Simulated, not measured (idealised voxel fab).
process module | voxel self aligned contacts
cross-section cut | 255 nm wide | cells 5 nm
A cross-section is a grid of square cells, given in bands from the top down. A band is one or more rows of cells.
Each band's line starts with the height of the band's top and of its bottom, in nm. Then come its materials from left to right, each with its width in nm. One material with "throughout" fills the band from edge to edge. "air" is empty space.
Height 0 is the level under which the wafer as received is all one material. The lowest band goes on downwards, as in "0 down".
A width such as "30 to 40" changes by the same amount from each row of cells to the next, from the band's top row to its bottom row.
"no change" after a step means that no cell of the cross-section changed.
closed voids: empty space of 8 cells or more with no open way to the top, each as width x height at its distance from the left edge, in nm
after a step's settings: what the simulator itself notes on the step
overlay nm, on a step with a mask: how far to the right of its planned place the mask lay; to the left if negative
plan
1 op RECEIVE | material Si
2 op OXIDIZE | depth nm 5
3 op DIRECTIONAL_DEP | material polySi | thk nm 25
4 op DIRECTIONAL_DEP | material SiN | thk nm 20
5 op MASKED_ETCH | tone cover | mask id GATE | width nm 35 | pitch nm 70 | etch materials SiN | depth nm 20 | overlay nm 0
6 op MASKED_ETCH | tone cover | mask id GATE | width nm 35 | pitch nm 70 | etch materials polySi | depth nm 25 | overlay nm 0
7 op CONFORMAL_DEP | material SiN | thk nm 5
8 op DIRECTIONAL_ETCH | etch materials SiN | depth nm 5
9 op FILL_DEP | material SiO2 | thk nm 10
10 op CMP | height nm 50
11 op DIRECTIONAL_DEP | material aC | thk nm 10
12 op PATTERN | tone open | mask id CONTACT | material resist | width nm 45 | thk nm 30 | overlay nm 0
13 op DIRECTIONAL_ETCH | etch materials aC | depth nm 10
14 op STRIP | etch materials resist
15 op DIRECTIONAL_ETCH | etch materials SiO2 | depth nm 55
16 op STRIP | etch materials aC
17 op CONFORMAL_DEP | material TiN | thk nm 5
18 op FILL_DEP | material W | thk nm 5
19 op CMP | height nm 50
20 op CONFORMAL_DEP | material SiCN | thk nm 5
first wafer, as planned
as received, after step 1
  0 down: Si throughout
  closed voids: none
after step 2
  0 to -5: SiO2 throughout
  below -5: unchanged
after step 3
  25 to 0: polySi throughout
  below 0: unchanged
after step 4
  45 to 25: SiN throughout
  below 25: unchanged
after step 5
  45 to 25: air 75 | SiN 35 | air 35 | SiN 35 | air 75
  below 25: unchanged
after step 6
  45 to 25: air 75 | SiN 35 | air 35 | SiN 35 | air 75
  25 to 0: air 75 | polySi 35 | air 35 | polySi 35 | air 75
  below 0: unchanged
after step 7
  50 to 25: air 70 | SiN 45 | air 25 | SiN 45 | air 70
  25 to 5: air 70 | SiN 5 | polySi 35 | SiN 5 | air 25 | SiN 5 | polySi 35 | SiN 5 | air 70
  5 to 0: SiN 75 | polySi 35 | SiN 35 | polySi 35 | SiN 75
  below 0: unchanged
after step 8
  45 to 25: air 70 | SiN 45 | air 25 | SiN 45 | air 70
  25 to 0: air 70 | SiN 5 | polySi 35 | SiN 5 | air 25 | SiN 5 | polySi 35 | SiN 5 | air 70
  below 0: unchanged
after step 9
  55 to 45: SiO2 throughout
  45 to 25: SiO2 70 | SiN 45 | SiO2 25 | SiN 45 | SiO2 70
  25 to 0: SiO2 70 | SiN 5 | polySi 35 | SiN 5 | SiO2 25 | SiN 5 | polySi 35 | SiN 5 | SiO2 70
  below 0: unchanged
after step 10
  50 to 45: SiO2 throughout
  below 45: unchanged
after step 11
  60 to 50: aC throughout
  below 50: unchanged
after step 12
  90 to 60: resist 105 | air 45 | resist 105
  below 60: unchanged
after step 13
  80 to 60: resist 105 | air 45 | resist 105
  60 to 50: aC 105 | air 45 | aC 105
  below 50: unchanged
after step 14
  60 to 50: aC 105 | air 45 | aC 105
  below 50: unchanged
after step 15
  60 to 50: aC 105 | air 45 | aC 105
  50 to 45: SiO2 105 | air 45 | SiO2 105
  45 to 25: SiO2 70 | SiN 45 | air 25 | SiN 45 | SiO2 70
  25 to 0: SiO2 70 | SiN 5 | polySi 35 | SiN 5 | air 25 | SiN 5 | polySi 35 | SiN 5 | SiO2 70
  0 to -5: SiO2 115 | air 25 | SiO2 115
  below -5: unchanged
after step 16
  50 to 45: SiO2 105 | air 45 | SiO2 105
  below 45: unchanged
after step 17
  55 to 50: TiN 110 | air 35 | TiN 110
  50 to 45: SiO2 105 | TiN 15 | air 15 | TiN 15 | SiO2 105
  45 to 25: SiO2 70 | SiN 45 | TiN 5 | air 15 | TiN 5 | SiN 45 | SiO2 70
  25 to 0: SiO2 70 | SiN 5 | polySi 35 | SiN 5 | TiN 5 | air 15 | TiN 5 | SiN 5 | polySi 35 | SiN 5 | SiO2 70
  0 to -5: SiO2 115 | TiN 25 | SiO2 115
  below -5: unchanged
after step 18
  60 to 55: W throughout
  55 to 50: TiN 110 | W 35 | TiN 110
  50 to 45: SiO2 105 | TiN 15 | W 15 | TiN 15 | SiO2 105
  45 to 25: SiO2 70 | SiN 45 | TiN 5 | W 15 | TiN 5 | SiN 45 | SiO2 70
  25 to 0: SiO2 70 | SiN 5 | polySi 35 | SiN 5 | TiN 5 | W 15 | TiN 5 | SiN 5 | polySi 35 | SiN 5 | SiO2 70
  below 0: unchanged
after step 19
  50 to 45: SiO2 105 | TiN 15 | W 15 | TiN 15 | SiO2 105
  below 45: unchanged
after step 20
  55 to 50: SiCN throughout
  below 50: unchanged
second wafer: like start, like plan, one mistake. Through step 2 it matches the first wafer
when step 3 should have ended
  35 to 0: polySi throughout
  below 0: unchanged
when step 4 should have ended
  55 to 35: SiN throughout
  below 35: unchanged
when step 5 should have ended
  55 to 35: air 75 | SiN 35 | air 35 | SiN 35 | air 75
  below 35: unchanged
when step 6 should have ended
  55 to 35: air 75 | SiN 35 | air 35 | SiN 35 | air 75
  35 to 10: air 75 | polySi 35 | air 35 | polySi 35 | air 75
  below 10: unchanged
when step 7 should have ended
  60 to 35: air 70 | SiN 45 | air 25 | SiN 45 | air 70
  35 to 15: air 70 | SiN 5 | polySi 35 | SiN 5 | air 25 | SiN 5 | polySi 35 | SiN 5 | air 70
  15 to 10: SiN 75 | polySi 35 | SiN 35 | polySi 35 | SiN 75
  below 10: unchanged
when step 8 should have ended
  55 to 35: air 70 | SiN 45 | air 25 | SiN 45 | air 70
  35 to 10: air 70 | SiN 5 | polySi 35 | SiN 5 | air 25 | SiN 5 | polySi 35 | SiN 5 | air 70
  below 10: unchanged
when step 9 should have ended
  65 to 55: SiO2 throughout
  55 to 35: SiO2 70 | SiN 45 | SiO2 25 | SiN 45 | SiO2 70
  35 to 10: SiO2 70 | SiN 5 | polySi 35 | SiN 5 | SiO2 25 | SiN 5 | polySi 35 | SiN 5 | SiO2 70
  below 10: unchanged
when step 10 should have ended
  50 to 35: SiO2 70 | SiN 45 | SiO2 25 | SiN 45 | SiO2 70
  below 35: unchanged
when step 11 should have ended
  60 to 50: aC throughout
  below 50: unchanged
when step 12 should have ended
  90 to 60: resist 105 | air 45 | resist 105
  below 60: unchanged
when step 13 should have ended
  80 to 60: resist 105 | air 45 | resist 105
  60 to 50: aC 105 | air 45 | aC 105
  below 50: unchanged
when step 14 should have ended
  60 to 50: aC 105 | air 45 | aC 105
  below 50: unchanged
when step 15 should have ended
  60 to 50: aC 105 | air 45 | aC 105
  50 to 35: SiO2 70 | SiN 45 | air 25 | SiN 45 | SiO2 70
  35 to 10: SiO2 70 | SiN 5 | polySi 35 | SiN 5 | air 25 | SiN 5 | polySi 35 | SiN 5 | SiO2 70
  below 10: unchanged
when step 16 should have ended
  50 to 35: SiO2 70 | SiN 45 | air 25 | SiN 45 | SiO2 70
  below 35: unchanged
when step 17 should have ended
  55 to 50: TiN 120 | air 15 | TiN 120
  50 to 35: SiO2 70 | SiN 45 | TiN 5 | air 15 | TiN 5 | SiN 45 | SiO2 70
  35 to 15: SiO2 70 | SiN 5 | polySi 35 | SiN 5 | TiN 5 | air 15 | TiN 5 | SiN 5 | polySi 35 | SiN 5 | SiO2 70
  15 to 10: SiO2 70 | SiN 5 | polySi 35 | SiN 5 | TiN 25 | SiN 5 | polySi 35 | SiN 5 | SiO2 70
  below 10: unchanged
when step 18 should have ended
  60 to 55: W throughout
  55 to 50: TiN 120 | W 15 | TiN 120
  50 to 35: SiO2 70 | SiN 45 | TiN 5 | W 15 | TiN 5 | SiN 45 | SiO2 70
  35 to 15: SiO2 70 | SiN 5 | polySi 35 | SiN 5 | TiN 5 | W 15 | TiN 5 | SiN 5 | polySi 35 | SiN 5 | SiO2 70
  below 15: unchanged
when step 19 should have ended
  50 to 35: SiO2 70 | SiN 45 | TiN 5 | W 15 | TiN 5 | SiN 45 | SiO2 70
  below 35: unchanged
when step 20 should have ended
  55 to 50: SiCN throughout
  below 50: unchanged
what went wrong: step 3 ran as: op DIRECTIONAL_DEP | material polySi | thk nm 35
at the end the second wafer has, in cells: 18 fewer of SiN | 65 fewer of SiO2 | 10 fewer of TiN | 9 fewer of W | 102 more of polySi
